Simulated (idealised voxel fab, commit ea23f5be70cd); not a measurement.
process module | voxel transistor to metal
cross-section cut | 300 nm wide | cells 5 nm
A cross-section is a grid of square cells, given in bands from the top down. A band is one or more rows of cells.
Each band's line starts with the height of the band's top and of its bottom, in nm. Then come its materials from left to right, each with its width in nm. One material with "throughout" fills the band from edge to edge. "air" is empty space.
Height 0 is the level under which the wafer as received is all one material. The lowest band goes on downwards, as in "0 down".
A width such as "30 to 40" changes by the same amount from each row of cells to the next, from the band's top row to its bottom row.
"no change" after a step means that no cell of the cross-section changed.
closed voids: empty space of 8 cells or more with no open way to the top, each as width x height at its distance from the left edge, in nm
after a step's settings: what the simulator itself notes on the step
overlay nm, on a step with a mask: how far to the right of its planned place the mask lay; to the left if negative
Each pair below shows a cross-section before one step and the cross-section after it, down to the lowest band that changed. The line under each pair gives the step between them, with its settings. The pairs can come from different runs of this module on the same starting wafer, so a pair continues from the pair above only where its "before" says so.
before
  0 down: Si throughout
  closed voids: none
after
  5 to 0: SiO2 throughout
  below 0: unchanged
  closed voids: none
the step between: op CONFORMAL_DEP | material SiO2 | thk nm 5
before: the cross-section after the pair above
after
  20 to 5: SiN throughout
  below 5: unchanged
  closed voids: none
the step between: op CONFORMAL_DEP | material SiN | thk nm 15
before: the cross-section after the pair above
after
  20 to 5: air 20 | SiN 115 | air 25 | SiN 115 | air 25
  below 5: unchanged
  closed voids: none
the step between: op MASKED_ETCH | tone cover | mask id ACTIVE | width nm 115 | pitch nm 140 | etch materials SiN | depth nm 15 | overlay nm 0
before: the cross-section after the pair above
after
  20 to 5: air 20 | SiN 115 | air 25 | SiN 115 | air 25
  5 to 0: air 20 | SiO2 115 | air 25 | SiO2 115 | air 25
  below 0: unchanged
  closed voids: none
the step between: op MASKED_ETCH | tone cover | mask id ACTIVE | width nm 115 | pitch nm 140 | etch materials SiO2 | depth nm 5 | overlay nm 0
before: the cross-section after the pair above
after
  20 to 5: air 20 | SiN 115 | air 25 | SiN 115 | air 25
  5 to 0: air 20 | SiO2 115 | air 25 | SiO2 115 | air 25
  0 to -25: air 20 | Si 115 | air 25 | Si 115 | air 25
  below -25: unchanged
  closed voids: none
the step between: op MASKED_ETCH | tone cover | mask id ACTIVE | width nm 115 | pitch nm 140 | etch materials Si | depth nm 25 | overlay nm 0
before: the cross-section after the pair above
after
  25 to 20: SiO2 throughout
  20 to 5: SiO2 20 | SiN 115 | SiO2 25 | SiN 115 | SiO2 25
  5 to 0: SiO2 throughout
  0 to -25: SiO2 20 | Si 115 | SiO2 25 | Si 115 | SiO2 25
  below -25: unchanged
  closed voids: none
the step between: op FILL_DEP | material SiO2 | thk nm 5
before: the cross-section after the pair above
after
  20 to 5: SiO2 20 | SiN 115 | SiO2 25 | SiN 115 | SiO2 25
  below 5: unchanged
  closed voids: none
the step between: op CMP | height nm 20
before: the cross-section after the pair above
after
  20 to 5: air 20 | SiN 115 | air 25 | SiN 115 | air 25
  below 5: unchanged
  closed voids: none
the step between: op SELECTIVE_ETCH | etch materials SiO2 | depth nm 15
before: the cross-section after the pair above
after
  5 to 0: SiO2 throughout
  below 0: unchanged
  closed voids: none
the step between: op STRIP | etch materials SiN
before: the cross-section after the pair above
after
  0 to -25: SiO2 20 | Si 115 | SiO2 25 | Si 115 | SiO2 25
  below -25: unchanged
  closed voids: none
the step between: op SELECTIVE_ETCH | etch materials SiO2 | depth nm 5
before: the cross-section after the pair above
after
  0 to -5: SiO2 throughout
  below -5: unchanged
  closed voids: none
the step between: op OXIDIZE | depth nm 5
before: the cross-section after the pair above
after
  25 to 0: polySi throughout
  below 0: unchanged
  closed voids: none
the step between: op DIRECTIONAL_DEP | material polySi | thk nm 25
before: the cross-section after the pair above
after
  40 to 25: SiCN throughout
  below 25: unchanged
  closed voids: none
the step between: op DIRECTIONAL_DEP | material SiCN | thk nm 15
before: the cross-section after the pair above
after
  55 to 40: aC throughout
  below 40: unchanged
  closed voids: none
the step between: op DIRECTIONAL_DEP | material aC | thk nm 15
before: the cross-section after the pair above
after
  85 to 55: air 60 | resist 35 | air 105 | resist 35 | air 65
  below 55: unchanged
  closed voids: none
the step between: op PATTERN | tone cover | mask id GATE | material resist | width nm 35 | pitch nm 140 | thk nm 30 | overlay nm 0
before: the cross-section after the pair above
after
  70 to 55: air 60 | resist 35 | air 105 | resist 35 | air 65
  55 to 40: air 60 | aC 35 | air 105 | aC 35 | air 65
  below 40: unchanged
  closed voids: none
the step between: op DIRECTIONAL_ETCH | etch materials aC | depth nm 15
before: the cross-section after the pair above
after
  55 to 40: air 60 | aC 35 | air 105 | aC 35 | air 65
  below 40: unchanged
  closed voids: none
the step between: op STRIP | etch materials resist
before: the cross-section after the pair above
after
  55 to 40: air 60 | aC 35 | air 105 | aC 35 | air 65
  40 to 25: air 60 | SiCN 35 | air 105 | SiCN 35 | air 65
  below 25: unchanged
  closed voids: none
the step between: op DIRECTIONAL_ETCH | etch materials SiCN | depth nm 25
before: the cross-section after the pair above
after
  55 to 40: air 60 | aC 35 | air 105 | aC 35 | air 65
  40 to 25: air 60 | SiCN 35 | air 105 | SiCN 35 | air 65
  25 to 0: air 60 | polySi 35 | air 105 | polySi 35 | air 65
  below 0: unchanged
  closed voids: none
the step between: op DIRECTIONAL_ETCH | etch materials polySi | depth nm 35
before: the cross-section after the pair above
after
  40 to 25: air 60 | SiCN 35 | air 105 | SiCN 35 | air 65
  below 25: unchanged
  closed voids: none
the step between: op STRIP | etch materials aC
before: the cross-section after the pair above
after
  45 to 40: air 55 | SiO2 45 | air 95 | SiO2 45 | air 60
  40 to 25: air 55 | SiO2 5 | SiCN 35 | SiO2 5 | air 95 | SiO2 5 | SiCN 35 | SiO2 5 | air 60
  25 to 5: air 55 | SiO2 5 | polySi 35 | SiO2 5 | air 95 | SiO2 5 | polySi 35 | SiO2 5 | air 60
  5 to 0: SiO2 60 | polySi 35 | SiO2 105 | polySi 35 | SiO2 65
  below 0: unchanged
  closed voids: none
the step between: op CONFORMAL_DEP | material SiO2 | thk nm 5
before: the cross-section after the pair above
after
  40 to 25: air 55 | SiO2 5 | SiCN 35 | SiO2 5 | air 95 | SiO2 5 | SiCN 35 | SiO2 5 | air 60
  25 to 0: air 55 | SiO2 5 | polySi 35 | SiO2 5 | air 95 | SiO2 5 | polySi 35 | SiO2 5 | air 60
  below 0: unchanged
  closed voids: none
the step between: op DIRECTIONAL_ETCH | etch materials SiO2 | depth nm 5
before: the cross-section after the pair above
after
  50 to 40: air 45 | SiN 65 | air 75 | SiN 65 | air 50
  40 to 25: air 45 | SiN 10 | SiO2 5 | SiCN 35 | SiO2 5 | SiN 10 | air 75 | SiN 10 | SiO2 5 | SiCN 35 | SiO2 5 | SiN 10 | air 50
  25 to 10: air 45 | SiN 10 | SiO2 5 | polySi 35 | SiO2 5 | SiN 10 | air 75 | SiN 10 | SiO2 5 | polySi 35 | SiO2 5 | SiN 10 | air 50
  10 to 0: SiN 55 | SiO2 5 | polySi 35 | SiO2 5 | SiN 95 | SiO2 5 | polySi 35 | SiO2 5 | SiN 60
  below 0: unchanged
  closed voids: none
the step between: op CONFORMAL_DEP | material SiN | thk nm 10
before: the cross-section after the pair above
after
  40 to 25: air 45 | SiN 10 | SiO2 5 | SiCN 35 | SiO2 5 | SiN 10 | air 75 | SiN 10 | SiO2 5 | SiCN 35 | SiO2 5 | SiN 10 | air 50
  25 to 0: air 45 | SiN 10 | SiO2 5 | polySi 35 | SiO2 5 | SiN 10 | air 75 | SiN 10 | SiO2 5 | polySi 35 | SiO2 5 | SiN 10 | air 50
  below 0: unchanged
  closed voids: none
the step between: op DIRECTIONAL_ETCH | etch materials SiN | depth nm 10
before: the cross-section after the pair above
after
  40 to 35: air 45 | SiN 10 | air 5 | SiCN 35 | air 5 | SiN 10 | air 75 | SiN 10 | air 5 | SiCN 35 | air 5 | SiN 10 | air 50
  35 to 25: air 45 | SiN 10 | SiO2 5 | SiCN 35 | SiO2 5 | SiN 10 | air 75 | SiN 10 | SiO2 5 | SiCN 35 | SiO2 5 | SiN 10 | air 50
  25 to 0: air 45 | SiN 10 | SiO2 5 | polySi 35 | SiO2 5 | SiN 10 | air 75 | SiN 10 | SiO2 5 | polySi 35 | SiO2 5 | SiN 10 | air 50
  0 to -5: air 45 | SiO2 65 | air 75 | SiO2 65 | air 50
  below -5: unchanged
  closed voids: none
the step between: op DIRECTIONAL_ETCH | etch materials SiO2 | depth nm 5
before: the cross-section after the pair above
after
  40 to 35: air 45 | SiN 10 | air 5 | SiCN 35 | air 5 | SiN 10 | air 75 | SiN 10 | air 5 | SiCN 35 | air 5 | SiN 10 | air 50
  35 to 25: air 45 | SiN 10 | SiO2 5 | SiCN 35 | SiO2 5 | SiN 10 | air 75 | SiN 10 | SiO2 5 | SiCN 35 | SiO2 5 | SiN 10 | air 50
  25 to 0: air 45 | SiN 10 | SiO2 5 | polySi 35 | SiO2 5 | SiN 10 | air 75 | SiN 10 | SiO2 5 | polySi 35 | SiO2 5 | SiN 10 | air 50
  0 to -5: air 15 | nSi 30 | SiO2 65 | nSi 30 | air 15 | nSi 30 | SiO2 65 | nSi 30 | air 20
  below -5: unchanged
  closed voids: none
the step between: op EPI | material nSi | thk nm 5
before: the cross-section after the pair above
after
  50 to 40: SiO2 throughout
  40 to 25: SiO2 45 | SiN 10 | SiO2 5 | SiCN 35 | SiO2 5 | SiN 10 | SiO2 75 | SiN 10 | SiO2 5 | SiCN 35 | SiO2 5 | SiN 10 | SiO2 50
  25 to 0: SiO2 45 | SiN 10 | SiO2 5 | polySi 35 | SiO2 5 | SiN 10 | SiO2 75 | SiN 10 | SiO2 5 | polySi 35 | SiO2 5 | SiN 10 | SiO2 50
  0 to -5: SiO2 15 | nSi 30 | SiO2 65 | nSi 30 | SiO2 15 | nSi 30 | SiO2 65 | nSi 30 | SiO2 20
  below -5: unchanged
  closed voids: none
the step between: op FILL_DEP | material SiO2 | thk nm 10
before: the cross-section after the pair above
after
  25 to 0: SiO2 45 | SiN 10 | SiO2 5 | polySi 35 | SiO2 5 | SiN 10 | SiO2 75 | SiN 10 | SiO2 5 | polySi 35 | SiO2 5 | SiN 10 | SiO2 50
  below 0: unchanged
  closed voids: none
the step between: op CMP | height nm 25
before: the cross-section after the pair above
after
  25 to 0: SiO2 45 | SiN 10 | SiO2 5 | air 35 | SiO2 5 | SiN 10 | SiO2 75 | SiN 10 | SiO2 5 | air 35 | SiO2 5 | SiN 10 | SiO2 50
  below 0: unchanged
  closed voids: none
the step between: op STRIP | etch materials polySi
before: the cross-section after the pair above
after
  25 to 20: air 45 | SiN 10 | air 45 | SiN 10 | air 75 | SiN 10 | air 45 | SiN 10 | air 50
  20 to 0: SiO2 45 | SiN 10 | air 45 | SiN 10 | SiO2 75 | SiN 10 | air 45 | SiN 10 | SiO2 50
  0 to -5: SiO2 15 | nSi 30 | SiO2 10 | air 45 | SiO2 10 | nSi 30 | SiO2 15 | nSi 30 | SiO2 10 | air 45 | SiO2 10 | nSi 30 | SiO2 20
  below -5: unchanged
  closed voids: none
the step between: op SELECTIVE_ETCH | etch materials SiO2 | depth nm 5
before: the cross-section after the pair above
after
  30 to 25: air 40 | HfO2 20 | air 35 | HfO2 20 | air 65 | HfO2 20 | air 35 | HfO2 20 | air 45
  25 to 20: HfO2 45 | SiN 10 | HfO2 5 | air 35 | HfO2 5 | SiN 10 | HfO2 75 | SiN 10 | HfO2 5 | air 35 | HfO2 5 | SiN 10 | HfO2 50
  20 to 0: SiO2 45 | SiN 10 | HfO2 5 | air 35 | HfO2 5 | SiN 10 | SiO2 75 | SiN 10 | HfO2 5 | air 35 | HfO2 5 | SiN 10 | SiO2 50
  0 to -5: SiO2 15 | nSi 30 | SiO2 10 | HfO2 45 | SiO2 10 | nSi 30 | SiO2 15 | nSi 30 | SiO2 10 | HfO2 45 | SiO2 10 | nSi 30 | SiO2 20
  below -5: unchanged
  closed voids: none
the step between: op CONFORMAL_DEP | material HfO2 | thk nm 5
before: the cross-section after the pair above
after
  35 to 30: air 35 | TiN 30 | air 25 | TiN 30 | air 55 | TiN 30 | air 25 | TiN 30 | air 40
  30 to 25: TiN 40 | HfO2 20 | TiN 5 | air 25 | TiN 5 | HfO2 20 | TiN 65 | HfO2 20 | TiN 5 | air 25 | TiN 5 | HfO2 20 | TiN 45
  25 to 20: HfO2 45 | SiN 10 | HfO2 5 | TiN 5 | air 25 | TiN 5 | HfO2 5 | SiN 10 | HfO2 75 | SiN 10 | HfO2 5 | TiN 5 | air 25 | TiN 5 | HfO2 5 | SiN 10 | HfO2 50
  20 to 5: SiO2 45 | SiN 10 | HfO2 5 | TiN 5 | air 25 | TiN 5 | HfO2 5 | SiN 10 | SiO2 75 | SiN 10 | HfO2 5 | TiN 5 | air 25 | TiN 5 | HfO2 5 | SiN 10 | SiO2 50
  5 to 0: SiO2 45 | SiN 10 | HfO2 5 | TiN 35 | HfO2 5 | SiN 10 | SiO2 75 | SiN 10 | HfO2 5 | TiN 35 | HfO2 5 | SiN 10 | SiO2 50
  below 0: unchanged
  closed voids: none
the step between: op CONFORMAL_DEP | material TiN | thk nm 5
before: the cross-section after the pair above
after
  40 to 35: W throughout
  35 to 30: W 35 | TiN 30 | W 25 | TiN 30 | W 55 | TiN 30 | W 25 | TiN 30 | W 40
  30 to 25: TiN 40 | HfO2 20 | TiN 5 | W 25 | TiN 5 | HfO2 20 | TiN 65 | HfO2 20 | TiN 5 | W 25 | TiN 5 | HfO2 20 | TiN 45
  25 to 20: HfO2 45 | SiN 10 | HfO2 5 | TiN 5 | W 25 | TiN 5 | HfO2 5 | SiN 10 | HfO2 75 | SiN 10 | HfO2 5 | TiN 5 | W 25 | TiN 5 | HfO2 5 | SiN 10 | HfO2 50
  20 to 5: SiO2 45 | SiN 10 | HfO2 5 | TiN 5 | W 25 | TiN 5 | HfO2 5 | SiN 10 | SiO2 75 | SiN 10 | HfO2 5 | TiN 5 | W 25 | TiN 5 | HfO2 5 | SiN 10 | SiO2 50
  below 5: unchanged
  closed voids: none
the step between: op FILL_DEP | material W | thk nm 5
before: the cross-section after the pair above
after
  20 to 5: SiO2 45 | SiN 10 | HfO2 5 | TiN 5 | W 25 | TiN 5 | HfO2 5 | SiN 10 | SiO2 75 | SiN 10 | HfO2 5 | TiN 5 | W 25 | TiN 5 | HfO2 5 | SiN 10 | SiO2 50
  below 5: unchanged
  closed voids: none
the step between: op CMP | height nm 20
before: the cross-section after the pair above
after
  35 to 20: SiO2 throughout
  below 20: unchanged
  closed voids: none
the step between: op DIRECTIONAL_DEP | material SiO2 | thk nm 15
before: the cross-section after the pair above
after
  45 to 35: aC throughout
  below 35: unchanged
  closed voids: none
the step between: op DIRECTIONAL_DEP | material aC | thk nm 10
before: the cross-section after the pair above
after
  70 to 45: resist 30 | air 15 | resist 65 | air 15 | resist 45 | air 15 | resist 65 | air 15 | resist 35
  below 45: unchanged
  closed voids: none
the step between: op PATTERN | tone open | mask id CONTACT | material resist | width nm 15 | thk nm 25 | overlay nm 0
before: the cross-section after the pair above
after
  60 to 45: resist 30 | air 15 | resist 65 | air 15 | resist 45 | air 15 | resist 65 | air 15 | resist 35
  45 to 35: aC 30 | air 15 | aC 65 | air 15 | aC 45 | air 15 | aC 65 | air 15 | aC 35
  below 35: unchanged
  closed voids: none
the step between: op DIRECTIONAL_ETCH | etch materials aC | depth nm 10
before: the cross-section after the pair above
after
  45 to 35: aC 30 | air 15 | aC 65 | air 15 | aC 45 | air 15 | aC 65 | air 15 | aC 35
  below 35: unchanged
  closed voids: none
the step between: op STRIP | etch materials resist
before: the cross-section after the pair above
after
  45 to 35: aC 30 | air 15 | aC 65 | air 15 | aC 45 | air 15 | aC 65 | air 15 | aC 35
  35 to 20: SiO2 30 | air 15 | SiO2 65 | air 15 | SiO2 45 | air 15 | SiO2 65 | air 15 | SiO2 35
  20 to 5: SiO2 30 | air 15 | SiN 10 | HfO2 5 | TiN 5 | W 25 | TiN 5 | HfO2 5 | SiN 10 | air 15 | SiO2 45 | air 15 | SiN 10 | HfO2 5 | TiN 5 | W 25 | TiN 5 | HfO2 5 | SiN 10 | air 15 | SiO2 35
  5 to 0: SiO2 30 | air 15 | SiN 10 | HfO2 5 | TiN 35 | HfO2 5 | SiN 10 | air 15 | SiO2 45 | air 15 | SiN 10 | HfO2 5 | TiN 35 | HfO2 5 | SiN 10 | air 15 | SiO2 35
  below 0: unchanged
  closed voids: none
the step between: op DIRECTIONAL_ETCH | etch materials SiO2 | depth nm 35
before: the cross-section after the pair above
after
  35 to 20: SiO2 30 | air 15 | SiO2 65 | air 15 | SiO2 45 | air 15 | SiO2 65 | air 15 | SiO2 35
  below 20: unchanged
  closed voids: none
the step between: op STRIP | etch materials aC
before: the cross-section after the pair above
after
  40 to 35: TiN 35 | air 5 | TiN 75 | air 5 | TiN 55 | air 5 | TiN 75 | air 5 | TiN 40
  35 to 20: SiO2 30 | TiN 5 | air 5 | TiN 5 | SiO2 65 | TiN 5 | air 5 | TiN 5 | SiO2 45 | TiN 5 | air 5 | TiN 5 | SiO2 65 | TiN 5 | air 5 | TiN 5 | SiO2 35
  20 to 5: SiO2 30 | TiN 5 | air 5 | TiN 5 | SiN 10 | HfO2 5 | TiN 5 | W 25 | TiN 5 | HfO2 5 | SiN 10 | TiN 5 | air 5 | TiN 5 | SiO2 45 | TiN 5 | air 5 | TiN 5 | SiN 10 | HfO2 5 | TiN 5 | W 25 | TiN 5 | HfO2 5 | SiN 10 | TiN 5 | air 5 | TiN 5 | SiO2 35
  5 to 0: SiO2 30 | TiN 15 | SiN 10 | HfO2 5 | TiN 35 | HfO2 5 | SiN 10 | TiN 15 | SiO2 45 | TiN 15 | SiN 10 | HfO2 5 | TiN 35 | HfO2 5 | SiN 10 | TiN 15 | SiO2 35
  below 0: unchanged
  closed voids: none
the step between: op CONFORMAL_DEP | material TiN | thk nm 5
before: the cross-section after the pair above
after
  45 to 40: W throughout
  40 to 35: TiN 35 | W 5 | TiN 75 | W 5 | TiN 55 | W 5 | TiN 75 | W 5 | TiN 40
  35 to 20: SiO2 30 | TiN 5 | W 5 | TiN 5 | SiO2 65 | TiN 5 | W 5 | TiN 5 | SiO2 45 | TiN 5 | W 5 | TiN 5 | SiO2 65 | TiN 5 | W 5 | TiN 5 | SiO2 35
  20 to 5: SiO2 30 | TiN 5 | W 5 | TiN 5 | SiN 10 | HfO2 5 | TiN 5 | W 25 | TiN 5 | HfO2 5 | SiN 10 | TiN 5 | W 5 | TiN 5 | SiO2 45 | TiN 5 | W 5 | TiN 5 | SiN 10 | HfO2 5 | TiN 5 | W 25 | TiN 5 | HfO2 5 | SiN 10 | TiN 5 | W 5 | TiN 5 | SiO2 35
  below 5: unchanged
  closed voids: none
the step between: op FILL_DEP | material W | thk nm 5
before: the cross-section after the pair above
after
  35 to 20: SiO2 30 | TiN 5 | W 5 | TiN 5 | SiO2 65 | TiN 5 | W 5 | TiN 5 | SiO2 45 | TiN 5 | W 5 | TiN 5 | SiO2 65 | TiN 5 | W 5 | TiN 5 | SiO2 35
  below 20: unchanged
  closed voids: none
the step between: op CMP | height nm 35
before: the cross-section after the pair above
after
  40 to 35: TiN throughout
  below 35: unchanged
  closed voids: none
the step between: op DIRECTIONAL_DEP | material TiN | thk nm 5
before: the cross-section after the pair above
after
  65 to 40: W throughout
  below 40: unchanged
  closed voids: none
the step between: op DIRECTIONAL_DEP | material W | thk nm 25
before: the cross-section after the pair above
after
  80 to 65: aC throughout
  below 65: unchanged
  closed voids: none
the step between: op DIRECTIONAL_DEP | material aC | thk nm 15
before: the cross-section after the pair above
after
  115 to 80: air 30 | resist 15 | air 65 | resist 15 | air 45 | resist 15 | air 65 | resist 15 | air 35
  below 80: unchanged
  closed voids: none
the step between: op PATTERN | tone cover | mask id METAL_1 | material resist | width nm 15 | thk nm 35 | overlay nm 0
before: the cross-section after the pair above
after
  100 to 80: air 30 | resist 15 | air 65 | resist 15 | air 45 | resist 15 | air 65 | resist 15 | air 35
  80 to 65: air 30 | aC 15 | air 65 | aC 15 | air 45 | aC 15 | air 65 | aC 15 | air 35
  below 65: unchanged
  closed voids: none
the step between: op DIRECTIONAL_ETCH | etch materials aC | depth nm 15
before: the cross-section after the pair above
after
  80 to 65: air 30 | aC 15 | air 65 | aC 15 | air 45 | aC 15 | air 65 | aC 15 | air 35
  below 65: unchanged
  closed voids: none
the step between: op STRIP | etch materials resist
before: the cross-section after the pair above
after
  80 to 65: air 30 | aC 15 | air 65 | aC 15 | air 45 | aC 15 | air 65 | aC 15 | air 35
  65 to 40: air 30 | W 15 | air 65 | W 15 | air 45 | W 15 | air 65 | W 15 | air 35
  below 40: unchanged
  closed voids: none
the step between: op DIRECTIONAL_ETCH | etch materials W | depth nm 25
before: the cross-section after the pair above
after
  80 to 65: air 30 | aC 15 | air 65 | aC 15 | air 45 | aC 15 | air 65 | aC 15 | air 35
  65 to 40: air 30 | W 15 | air 65 | W 15 | air 45 | W 15 | air 65 | W 15 | air 35
  40 to 35: air 30 | TiN 15 | air 65 | TiN 15 | air 45 | TiN 15 | air 65 | TiN 15 | air 35
  below 35: unchanged
  closed voids: none
the step between: op DIRECTIONAL_ETCH | etch materials TiN | depth nm 5
before: the cross-section after the pair above
after
  65 to 40: air 30 | W 15 | air 65 | W 15 | air 45 | W 15 | air 65 | W 15 | air 35
  below 40: unchanged
  closed voids: none
the step between: op STRIP | etch materials aC
before: the cross-section after the pair above
after
  75 to 65: SiO2 throughout
  65 to 40: SiO2 30 | W 15 | SiO2 65 | W 15 | SiO2 45 | W 15 | SiO2 65 | W 15 | SiO2 35
  40 to 35: SiO2 30 | TiN 15 | SiO2 65 | TiN 15 | SiO2 45 | TiN 15 | SiO2 65 | TiN 15 | SiO2 35
  below 35: unchanged
  closed voids: none
the step between: op FILL_DEP | material SiO2 | thk nm 10
before: the cross-section after the pair above
after
  65 to 40: SiO2 30 | W 15 | SiO2 65 | W 15 | SiO2 45 | W 15 | SiO2 65 | W 15 | SiO2 35
  below 40: unchanged
  closed voids: none
the step between: op CMP | height nm 65
before: the cross-section after the pair above
after
  70 to 65: SiN throughout
  below 65: unchanged
  closed voids: none
the step between: op CONFORMAL_DEP | material SiN | thk nm 5
before
  40 to 35: W throughout
  35 to 30: W 35 | TiN 30 | W 25 | TiN 30 | W 55 | TiN 30 | W 25 | TiN 30 | W 40
  30 to 25: TiN 40 | HfO2 20 | TiN 5 | W 25 | TiN 5 | HfO2 20 | TiN 65 | HfO2 20 | TiN 5 | W 25 | TiN 5 | HfO2 20 | TiN 45
  25 to 20: HfO2 45 | SiN 10 | HfO2 5 | TiN 5 | W 25 | TiN 5 | HfO2 5 | SiN 10 | HfO2 75 | SiN 10 | HfO2 5 | TiN 5 | W 25 | TiN 5 | HfO2 5 | SiN 10 | HfO2 50
  20 to 5: SiO2 45 | SiN 10 | HfO2 5 | TiN 5 | W 25 | TiN 5 | HfO2 5 | SiN 10 | SiO2 75 | SiN 10 | HfO2 5 | TiN 5 | W 25 | TiN 5 | HfO2 5 | SiN 10 | SiO2 50
  5 to 0: SiO2 45 | SiN 10 | HfO2 5 | TiN 35 | HfO2 5 | SiN 10 | SiO2 75 | SiN 10 | HfO2 5 | TiN 35 | HfO2 5 | SiN 10 | SiO2 50
  0 to -5: SiO2 15 | nSi 30 | SiO2 10 | HfO2 45 | SiO2 10 | nSi 30 | SiO2 15 | nSi 30 | SiO2 10 | HfO2 45 | SiO2 10 | nSi 30 | SiO2 20
  -5 to -25: SiO2 20 | Si 115 | SiO2 25 | Si 115 | SiO2 25
  -25 down: Si throughout
  closed voids: none
after
  55 to 40: SiO2 throughout
  below 40: unchanged
  closed voids: none
the step between: op DIRECTIONAL_DEP | material SiO2 | thk nm 15
before: the cross-section after the pair above
after
  65 to 55: aC throughout
  below 55: unchanged
  closed voids: none
the step between: op DIRECTIONAL_DEP | material aC | thk nm 10
before: the cross-section after the pair above
after
  90 to 65: resist 30 | air 15 | resist 65 | air 15 | resist 45 | air 15 | resist 65 | air 15 | resist 35
  below 65: unchanged
  closed voids: none
the step between: op PATTERN | tone open | mask id CONTACT | material resist | width nm 15 | thk nm 25 | overlay nm 0
before: the cross-section after the pair above
after
  80 to 65: resist 30 | air 15 | resist 65 | air 15 | resist 45 | air 15 | resist 65 | air 15 | resist 35
  65 to 55: aC 30 | air 15 | aC 65 | air 15 | aC 45 | air 15 | aC 65 | air 15 | aC 35
  below 55: unchanged
  closed voids: none
the step between: op DIRECTIONAL_ETCH | etch materials aC | depth nm 10
before: the cross-section after the pair above
after
  65 to 55: aC 30 | air 15 | aC 65 | air 15 | aC 45 | air 15 | aC 65 | air 15 | aC 35
  below 55: unchanged
  closed voids: none
the step between: op STRIP | etch materials resist
before: the cross-section after the pair above
after
  65 to 55: aC 30 | air 15 | aC 65 | air 15 | aC 45 | air 15 | aC 65 | air 15 | aC 35
  55 to 40: SiO2 30 | air 15 | SiO2 65 | air 15 | SiO2 45 | air 15 | SiO2 65 | air 15 | SiO2 35
  below 40: unchanged
  closed voids: none
the step between: op DIRECTIONAL_ETCH | etch materials SiO2 | depth nm 35
before: the cross-section after the pair above
after
  55 to 40: SiO2 30 | air 15 | SiO2 65 | air 15 | SiO2 45 | air 15 | SiO2 65 | air 15 | SiO2 35
  below 40: unchanged
  closed voids: none
the step between: op STRIP | etch materials aC
before: the cross-section after the pair above
after
  60 to 55: TiN 35 | air 5 | TiN 75 | air 5 | TiN 55 | air 5 | TiN 75 | air 5 | TiN 40
  55 to 45: SiO2 30 | TiN 5 | air 5 | TiN 5 | SiO2 65 | TiN 5 | air 5 | TiN 5 | SiO2 45 | TiN 5 | air 5 | TiN 5 | SiO2 65 | TiN 5 | air 5 | TiN 5 | SiO2 35
  45 to 40: SiO2 30 | TiN 15 | SiO2 65 | TiN 15 | SiO2 45 | TiN 15 | SiO2 65 | TiN 15 | SiO2 35
  below 40: unchanged
  closed voids: none
the step between: op CONFORMAL_DEP | material TiN | thk nm 5
before: the cross-section after the pair above
after
  65 to 60: W throughout
  60 to 55: TiN 35 | W 5 | TiN 75 | W 5 | TiN 55 | W 5 | TiN 75 | W 5 | TiN 40
  55 to 45: SiO2 30 | TiN 5 | W 5 | TiN 5 | SiO2 65 | TiN 5 | W 5 | TiN 5 | SiO2 45 | TiN 5 | W 5 | TiN 5 | SiO2 65 | TiN 5 | W 5 | TiN 5 | SiO2 35
  below 45: unchanged
  closed voids: none
the step between: op FILL_DEP | material W | thk nm 5
before: the cross-section after the pair above
after
  35 to 30: W 35 | TiN 30 | W 25 | TiN 30 | W 55 | TiN 30 | W 25 | TiN 30 | W 40
  below 30: unchanged
  closed voids: none
the step between: op CMP | height nm 35
before: the cross-section after the pair above
after
  40 to 35: TiN throughout
  below 35: unchanged
  closed voids: none
the step between: op DIRECTIONAL_DEP | material TiN | thk nm 5
before: the cross-section after the pair above
after
  65 to 40: W throughout
  below 40: unchanged
  closed voids: none
the step between: op DIRECTIONAL_DEP | material W | thk nm 25
before: the cross-section after the pair above
after
  80 to 65: aC throughout
  below 65: unchanged
  closed voids: none
the step between: op DIRECTIONAL_DEP | material aC | thk nm 15
before: the cross-section after the pair above
after
  115 to 80: air 30 | resist 15 | air 65 | resist 15 | air 45 | resist 15 | air 65 | resist 15 | air 35
  below 80: unchanged
  closed voids: none
the step between: op PATTERN | tone cover | mask id METAL_1 | material resist | width nm 15 | thk nm 35 | overlay nm 0
before: the cross-section after the pair above
after
  100 to 80: air 30 | resist 15 | air 65 | resist 15 | air 45 | resist 15 | air 65 | resist 15 | air 35
  80 to 65: air 30 | aC 15 | air 65 | aC 15 | air 45 | aC 15 | air 65 | aC 15 | air 35
  below 65: unchanged
  closed voids: none
the step between: op DIRECTIONAL_ETCH | etch materials aC | depth nm 15
before: the cross-section after the pair above
after
  80 to 65: air 30 | aC 15 | air 65 | aC 15 | air 45 | aC 15 | air 65 | aC 15 | air 35
  below 65: unchanged
  closed voids: none
the step between: op STRIP | etch materials resist
before: the cross-section after the pair above
after
  80 to 65: air 30 | aC 15 | air 65 | aC 15 | air 45 | aC 15 | air 65 | aC 15 | air 35
  65 to 40: air 30 | W 15 | air 65 | W 15 | air 45 | W 15 | air 65 | W 15 | air 35
  below 40: unchanged
  closed voids: none
the step between: op DIRECTIONAL_ETCH | etch materials W | depth nm 25
before: the cross-section after the pair above
after
  80 to 65: air 30 | aC 15 | air 65 | aC 15 | air 45 | aC 15 | air 65 | aC 15 | air 35
  65 to 40: air 30 | W 15 | air 65 | W 15 | air 45 | W 15 | air 65 | W 15 | air 35
  40 to 35: air 30 | TiN 15 | air 65 | TiN 15 | air 45 | TiN 15 | air 65 | TiN 15 | air 35
  below 35: unchanged
  closed voids: none
the step between: op DIRECTIONAL_ETCH | etch materials TiN | depth nm 5
before: the cross-section after the pair above
after
  65 to 40: air 30 | W 15 | air 65 | W 15 | air 45 | W 15 | air 65 | W 15 | air 35
  below 40: unchanged
  closed voids: none
the step between: op STRIP | etch materials aC
before: the cross-section after the pair above
after
  75 to 65: SiO2 throughout
  65 to 40: SiO2 30 | W 15 | SiO2 65 | W 15 | SiO2 45 | W 15 | SiO2 65 | W 15 | SiO2 35
  40 to 35: SiO2 30 | TiN 15 | SiO2 65 | TiN 15 | SiO2 45 | TiN 15 | SiO2 65 | TiN 15 | SiO2 35
  below 35: unchanged
  closed voids: none
the step between: op FILL_DEP | material SiO2 | thk nm 10
before: the cross-section after the pair above
after
  65 to 40: SiO2 30 | W 15 | SiO2 65 | W 15 | SiO2 45 | W 15 | SiO2 65 | W 15 | SiO2 35
  below 40: unchanged
  closed voids: none
the step between: op CMP | height nm 65
before: the cross-section after the pair above
after
  70 to 65: SiN throughout
  below 65: unchanged
  closed voids: none
the step between: op CONFORMAL_DEP | material SiN | thk nm 5
